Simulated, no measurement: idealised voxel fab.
process module | voxel ribs on slabs
cross-section cut | 260 nm wide | cells 5 nm
A cross-section is a grid of square cells, given in bands from the top down. A band is one or more rows of cells.
Each band's line starts with the height of the band's top and of its bottom, in nm. Then come its materials from left to right, each with its width in nm. One material with "throughout" fills the band from edge to edge. "air" is empty space.
Height 0 is the level under which the wafer as received is all one material. The lowest band goes on downwards, as in "0 down".
A width such as "30 to 40" changes by the same amount from each row of cells to the next, from the band's top row to its bottom row.
"no change" after a step means that no cell of the cross-section changed.
closed voids: empty space of 8 cells or more with no open way to the top, each as width x height at its distance from the left edge, in nm
after a step's settings: what the simulator itself notes on the step
overlay nm, on a step with a mask: how far to the right of its planned place the mask lay; to the left if negative
plan
1 op RECEIVE | material Si
2 op DIRECTIONAL_DEP | material SiO2 | thk nm 20
3 op DIRECTIONAL_DEP | material SiN | thk nm 15
4 op DIRECTIONAL_DEP | material aC | thk nm 10
5 op PATTERN | tone cover | mask id RIB | material resist | width nm 20 | thk nm 25 | overlay nm 0
6 op DIRECTIONAL_ETCH | etch materials aC | depth nm 10
7 op STRIP | etch materials resist
8 op DIRECTIONAL_ETCH | etch materials SiN | depth nm 10
9 op STRIP | etch materials aC
10 op MASKED_ETCH | tone cover | mask id SLAB | width nm 70 | etch materials SiN | depth nm 5 | overlay nm 0
11 op FILL_DEP | material SiO2 | thk nm 20
12 op CMP | height nm 45
13 op DIRECTIONAL_DEP | material TiN | thk nm 10
14 op PATTERN | tone cover | mask id HEATER | material resist | width nm 30 | thk nm 15 | overlay nm 0
15 op DIRECTIONAL_ETCH | etch materials TiN | depth nm 10
16 op STRIP | etch materials resist
17 op CONFORMAL_DEP | material SiO2 | thk nm 10
first wafer, as planned
as received, after step 1
  0 down: Si throughout
  closed voids: none
after step 2
  20 to 0: SiO2 throughout
  below 0: unchanged
after step 3
  35 to 20: SiN throughout
  below 20: unchanged
after step 4
  45 to 35: aC throughout
  below 35: unchanged
after step 5
  70 to 45: air 120 | resist 20 | air 120
  below 45: unchanged
after step 6
  60 to 45: air 120 | resist 20 | air 120
  45 to 35: air 120 | aC 20 | air 120
  below 35: unchanged
after step 7
  45 to 35: air 120 | aC 20 | air 120
  below 35: unchanged
after step 8
  45 to 35: air 120 | aC 20 | air 120
  35 to 25: air 120 | SiN 20 | air 120
  below 25: unchanged
after step 9
  35 to 25: air 120 | SiN 20 | air 120
  below 25: unchanged
after step 10
  35 to 25: air 120 | SiN 20 | air 120
  25 to 20: air 95 | SiN 70 | air 95
  below 20: unchanged
after step 11
  55 to 35: SiO2 throughout
  35 to 25: SiO2 120 | SiN 20 | SiO2 120
  25 to 20: SiO2 95 | SiN 70 | SiO2 95
  below 20: unchanged
after step 12
  45 to 35: SiO2 throughout
  below 35: unchanged
after step 13
  55 to 45: TiN throughout
  below 45: unchanged
after step 14
  70 to 55: air 115 | resist 30 | air 115
  below 55: unchanged
after step 15
  70 to 55: air 115 | resist 30 | air 115
  55 to 45: air 115 | TiN 30 | air 115
  below 45: unchanged
after step 16
  55 to 45: air 115 | TiN 30 | air 115
  below 45: unchanged
after step 17
  65 to 55: air 105 | SiO2 50 | air 105
  55 to 45: SiO2 115 | TiN 30 | SiO2 115
  below 45: unchanged
second wafer: like start, like plan, one mistake. Through step 16 it matches the first wafer
when step 17 should have ended: no change
what went wrong: step 17 was left out
at the end the second wafer has, in cells: 112 fewer of SiO2
